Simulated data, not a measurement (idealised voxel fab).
Title: Process Module voxel trench capacitor
The cross-section shown here is cut; it is 225 nm wide and divided into square cells measuring 5 nm on a side.
For the purposes of this document, a cross-section shall be understood as a grid of square cells, specified as bands listed in top-to-bottom order, each band consisting of one or more rows of cells.
First you get the band's top height and its bottom height, in nm, and then the materials it's made of, left to right, with each width in nm. If you see a single material with "full width", that one covers the band edge to edge. "empty" is empty space.
Convention: height 0 is the level below which the wafer, as received, is all one material. The lowest band does not terminate at the bottom but continues downward, represented as "top 0, no bottom".
Top row gets the first number, bottom row gets the second, and each row in between changes by the same step: that is how a band width like "30 to 40" works.
Given "nothing changed" for a step, no cell of the cross-section differs between before and after that step.
In the "Enclosed voids" entry, you get each enclosed empty space of 8 cells or more, one with no open way to the top, written width x height at distance, distance from the left edge, in nm.
Post-settings text on a step line: simulator's own remark regarding the step.
What "overlay nm" on a step's line means: if the step has a mask, that mask lay this far to the right of its planned place, or, when the value is negative, to the left.

## Steps in the process plan
1: RECEIVE: material Si
2: CONFORMAL_DEP: material SiN, thk nm 10
3: PATTERN: tone open, mask id TRENCH, material resist, width nm 25, pitch nm 50, thk nm 20, overlay nm 0
4: DIRECTIONAL_ETCH: etch materials SiN, depth nm 10
5: DIRECTIONAL_ETCH: etch materials Si, depth nm 30
6: STRIP: etch materials resist
7: CONFORMAL_DEP: material Al2O3, thk nm 5
8: FILL_DEP: material polySi, thk nm 10
9: CMP: height nm 10

## Received-state cross-section, reflecting completion of step 1
- top 0, no bottom: Si full width
- Enclosed voids: none

## The module was run from the start shown above using the plan shown above, but one mistake was made doing it; the resulting wafer cross-section is below
- top 5, bottom 0: SiN (50), then Al2O3 (5), then polySi (15), then Al2O3 (5), then SiN (25), then Al2O3 (5), then polySi (15), then Al2O3 (5), then SiN (25), then Al2O3 (5), then polySi (15), then Al2O3 (5), then SiN (50)
- top 0, bottom -25: Si (50), then Al2O3 (5), then polySi (15), then Al2O3 (5), then Si (25), then Al2O3 (5), then polySi (15), then Al2O3 (5), then Si (25), then Al2O3 (5), then polySi (15), then Al2O3 (5), then Si (50)
- top -25, bottom -30: Si (50), then Al2O3 (25), then Si (25), then Al2O3 (25), then Si (25), then Al2O3 (25), then Si (50)
- top -30, no bottom: Si full width
- Enclosed voids: none
What was done differently from what was planned? step 9 changed vs plan, executed as CMP: height nm 5
